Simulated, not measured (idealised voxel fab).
The process module that follows is named voxel air gaps.
cross-section cut | 150 nm wide | cells 5 nm
The cross-sections in this document take the form of a grid made of square cells. They are written out as bands, in order from top to bottom. Each band consists of one or more rows of cells.
It is stipulated that each band's entry specify, in nanometres, the height of the top of the band and then that of its bottom, followed by the materials of the band in left-to-right sequence, each together with its width in nanometres. A single material marked by the word "full width" is understood to fill the band from edge to edge; the word "blank" is understood to denote empty space.
For the purposes of this specification, 0 denotes the height below which the wafer in its as-received condition is composed wholly of one material, and the lowermost band, lacking a lower limit, extends downward without end, as expressed in "from 0 down".
A two-number width, for instance "30->40", indicates that the width is equal to the first number in the top row of the band and to the second number in the bottom row, and that it changes by a constant amount per row of cells.
The cross-section has no changed cell in any step marked "no change".
Entry "Closed internal cavities" = empty spaces >= 8 cells with no open way to the top; each as width x height at distance, distance from left edge, all nm.
Anything after a step's settings on that line? It's the simulator's own note about the step.
If you see "overlay nm" on a step's line and that step has a mask, it's telling you how far right of where it was planned the mask ended up; a negative number means it went left instead.

-- This section lists the process steps that were planned
1. RECEIVE,material Si
2. CONFORMAL_DEP,material SiO2,thk nm 15
3. CONFORMAL_DEP,material SiN,thk nm 5
4. DIRECTIONAL_DEP,material SiO2,thk nm 35
5. MASKED_ETCH,tone open,mask id LINES,width nm 20,pitch nm 45,etch materials SiO2,depth nm 35,overlay nm 0
6. CONFORMAL_DEP,material TiN,thk nm 5
7. FILL_DEP,material Ru,thk nm 5
8. CMP,height nm 55
9. EPI,material Ru,thk nm 10
10. SELECTIVE_ETCH,etch materials SiO2,depth nm 45
11. CONFORMAL_DEP,material SiN,thk nm 5

-- Wafer cross-section on receipt, i.e. after step 1
- from 0 down | Si full width
- Closed internal cavities: none

-- Module complete, cross-section. Starting point and plan per above. One mistake made in running the module
- from 70 to 65 | SiN full width
- from 65 to 55 | Ru full width
- from 55 to 50 | 25 nm TiN, then 10 nm Ru, then 35 nm TiN, then 10 nm Ru, then 35 nm TiN, then 10 nm Ru, then 25 nm TiN
- from 50 to 20 | 20 nm SiO2, then 5 nm TiN, then 10 nm Ru, then 5 nm TiN, then 25 nm SiO2, then 5 nm TiN, then 10 nm Ru, then 5 nm TiN, then 25 nm SiO2, then 5 nm TiN, then 10 nm Ru, then 5 nm TiN, then 20 nm SiO2
- from 20 to 15 | 20 nm SiO2, then 20 nm TiN, then 25 nm SiO2, then 20 nm TiN, then 25 nm SiO2, then 20 nm TiN, then 20 nm SiO2
- from 15 to 0 | SiO2 full width
- from 0 down | Si full width
- Closed internal cavities: none
What went wrong in running the wafer? the run left out plan step 3 entirely, so it was never executed
